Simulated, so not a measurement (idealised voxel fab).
This section sets out a process module, namely voxel trench capacitor.
Each square cell in cross-section cut measures 5 nm, and the section as a whole is 185 nm wide.
Cross-section spec: square-cell grid; bands listed top down; each band is one or more rows.
In this notation a band is specified by the heights of its top and bottom, in that order and in nm, after which its materials appear from left to right, each paired with its width in nm. The word "edge to edge" attached to a single material means that material fills the band from edge to edge; the word "blank" stands for empty space.
All heights in this document are referenced to 0, defined as the level beneath which the wafer, as received, consists entirely of one material. The lowest band is not bounded below; it extends indefinitely downward and is written in the form "top 0, no bottom".
So if you see something like "30->40" for the width, read it as the top row of the band sitting at the first number and the bottom row at the second, with every row in between moving by the same amount as the last.
"no modifications", as given for a step, is the statement that not any cell of the cross-section underwent a change during that step.
In the "Trapped void list" entry, you get each enclosed empty space of 8 cells or more, one with no open way to the top, written width x height at distance, distance from the left edge, in nm.
Anything after a step's settings on that line? It's the simulator's own note about the step.
Steps that use a mask can have "overlay nm" on their line. It says how far the mask sat to the right of where it was meant to be. Negative means to the left.
STEPS PLANNED FOR THE PROCESS
- 1: RECEIVE | material Si
- 2: CONFORMAL_DEP | material SiN | thk nm 5
- 3: PATTERN | tone open | mask id TRENCH | material resist | width nm 30 | pitch nm 50 | thk nm 20 | overlay nm 0
- 4: DIRECTIONAL_ETCH | etch materials SiN | depth nm 5
- 5: DIRECTIONAL_ETCH | etch materials Si | depth nm 25
- 6: STRIP | etch materials resist
- 7: CONFORMAL_DEP | material Al2O3 | thk nm 5
- 8: CONFORMAL_DEP | material TiN | thk nm 5
- 9: FILL_DEP | material W | thk nm 10
- 10: CMP | height nm 5
CROSS-SECTION OF THE WAFER AT RECEIPT, WHICH IS THE CONDITION AFTER STEP 1
	top 0, no bottom: Si edge to edge
	Trapped void list: none
FIGURE: CROSS-SECTIONAL VIEW OF THE WAFER UPON COMPLETION OF THE MODULE, PROCESSED FROM THE INITIAL STATE AND ACCORDING TO THE PLAN DEPICTED ABOVE, WITH ONE ERROR INTRODUCED DURING EXECUTION
	top 5, bottom 0: 15 of SiN; 5 of Al2O3; 5 of TiN; 10 of W; 5 of TiN; 5 of Al2O3; 20 of SiN; 5 of Al2O3; 5 of TiN; 10 of W; 5 of TiN; 5 of Al2O3; 20 of SiN; 5 of Al2O3; 5 of TiN; 10 of W; 5 of TiN; 5 of Al2O3; 40 of SiN
	top 0, bottom -15: 15 of Si; 5 of Al2O3; 5 of TiN; 10 of W; 5 of TiN; 5 of Al2O3; 20 of Si; 5 of Al2O3; 5 of TiN; 10 of W; 5 of TiN; 5 of Al2O3; 20 of Si; 5 of Al2O3; 5 of TiN; 10 of W; 5 of TiN; 5 of Al2O3; 40 of Si
	top -15, bottom -20: 15 of Si; 5 of Al2O3; 20 of TiN; 5 of Al2O3; 20 of Si; 5 of Al2O3; 20 of TiN; 5 of Al2O3; 20 of Si; 5 of Al2O3; 20 of TiN; 5 of Al2O3; 40 of Si
	top -20, bottom -25: 15 of Si; 30 of Al2O3; 20 of Si; 30 of Al2O3; 20 of Si; 30 of Al2O3; 40 of Si
	top -25, no bottom: Si edge to edge
	Trapped void list: none
Finding, execution versus plan: step 3 was processed under conditions differing from the plan, specifically as PATTERN | tone open | mask id TRENCH | material resist | width nm 30 | pitch nm 50 | thk nm 20 | overlay nm -10
